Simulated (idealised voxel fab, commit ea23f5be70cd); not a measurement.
Proc. module: voxel self aligned contacts
Cross-sectional view cut (width: 280 nm; square cell size: 5 nm).
A cross-section is a grid of square cells, given in bands from the top down. A band is one or more rows of cells. For a band, the entry starts with two heights in nm, that of the top and then that of the bottom, and carries on with the band's materials in order from left to right, each alongside its width in nm; the word "all across" beside a single material means it fills the band edge to edge, and "blank" means empty space. Height reference: 0 = level under which incoming wafer is all one material. Lowest band: no bottom, runs on downward, e.g. "top 0, no bottom". A two-number width, for instance "30..40", indicates that the width is equal to the first number in the top row of the band and to the second number in the bottom row, and that it changes by a constant amount per row of cells. Reading "nothing got changed" for a step: not a cell of the cross-section changed in it. "Closed internal cavities" means: voids of 8 cells or more that are shut off from the top with no open way through. Written width x height at distance, distance from the left edge, in nm. Heads up: the bit after the settings on a step's line is the simulator's remark on that step. Each step line may optionally specify "overlay nm", which for a step with a mask gives the rightward distance between the mask's planned place and where it lay, a negative value indicating the leftward direction.

### Process steps foreseen in the plan
1: RECEIVE [material Si]
2: CONFORMAL_DEP [material SiO2] [thk nm 5]
3: DIRECTIONAL_DEP [material polySi] [thk nm 20]
4: DIRECTIONAL_DEP [material SiN] [thk nm 20]
5: MASKED_ETCH [tone cover] [mask id GATE] [width nm 25] [pitch nm 55] [etch materials SiN] [depth nm 20] [overlay nm 0]
6: MASKED_ETCH [tone cover] [mask id GATE] [width nm 25] [pitch nm 55] [etch materials polySi] [depth nm 20] [overlay nm 0]
7: CONFORMAL_DEP [material SiN] [thk nm 5]
8: DIRECTIONAL_ETCH [etch materials SiN] [depth nm 5]
9: FILL_DEP [material SiO2] [thk nm 15]
10: CMP [height nm 50]
11: MASKED_ETCH [tone open] [mask id CONTACT] [width nm 40] [pitch nm 55] [etch materials SiO2] [depth nm 50] [overlay nm 0]
12: CONFORMAL_DEP [material TiN] [thk nm 5]
13: FILL_DEP [material W] [thk nm 5]
14: CMP [height nm 50]
15: CONFORMAL_DEP [material SiCN] [thk nm 5]

### As received (post step 1): cross-section
- top 0, no bottom | Si all across
- Closed internal cavities: none

### Cross-sectional image of the first of two wafers at the end of the module, the run having proceeded as planned
- top 55, bottom 50 | SiCN all across
- top 50, bottom 45 | 90 of SiO2, then 15 of TiN, then 10 of W, then 15 of TiN, then 15 of SiO2, then 15 of TiN, then 10 of W, then 15 of TiN, then 95 of SiO2
- top 45, bottom 25 | 65 of SiO2, then 35 of SiN, then 5 of TiN, then 10 of W, then 5 of TiN, then 35 of SiN, then 5 of TiN, then 10 of W, then 5 of TiN, then 35 of SiN, then 70 of SiO2
- top 25, bottom 5 | 65 of SiO2, then 5 of SiN, then 25 of polySi, then 5 of SiN, then 5 of TiN, then 10 of W, then 5 of TiN, then 5 of SiN, then 25 of polySi, then 5 of SiN, then 5 of TiN, then 10 of W, then 5 of TiN, then 5 of SiN, then 25 of polySi, then 5 of SiN, then 70 of SiO2
- top 5, bottom 0 | 100 of SiO2, then 20 of TiN, then 35 of SiO2, then 20 of TiN, then 105 of SiO2
- top 0, no bottom | Si all across
- Closed internal cavities: none

### Second of two wafers, module complete, sectioned: it shares the first wafer's start and plan but was run with one mistake
- top 55, bottom 50 | SiCN all across
- top 50, bottom 45 | 65 of SiO2, then 35 of SiN, then 5 of TiN, then 10 of W, then 5 of TiN, then 35 of SiN, then 5 of TiN, then 10 of W, then 5 of TiN, then 35 of SiN, then 70 of SiO2
- top 45, bottom 30 | 65 of SiO2, then 5 of SiN, then 25 of polySi, then 5 of SiN, then 5 of TiN, then 10 of W, then 5 of TiN, then 5 of SiN, then 25 of polySi, then 5 of SiN, then 5 of TiN, then 10 of W, then 5 of TiN, then 5 of SiN, then 25 of polySi, then 5 of SiN, then 70 of SiO2
- top 30, bottom 25 | 65 of SiO2, then 5 of SiN, then 25 of polySi, then 5 of SiN, then 20 of TiN, then 5 of SiN, then 25 of polySi, then 5 of SiN, then 20 of TiN, then 5 of SiN, then 25 of polySi, then 5 of SiN, then 70 of SiO2
- top 25, bottom 5 | polySi all across
- top 5, bottom 0 | SiO2 all across
- top 0, no bottom | Si all across
- Closed internal cavities: none
It is concluded that the wafer was processed incorrectly with respect to the plan, in that plan step 3 ran twice
Cell-count delta at end, second wafer over first, by material: -63 SiN; -113 SiO2; -28 TiN; -20 W; +224 polySi
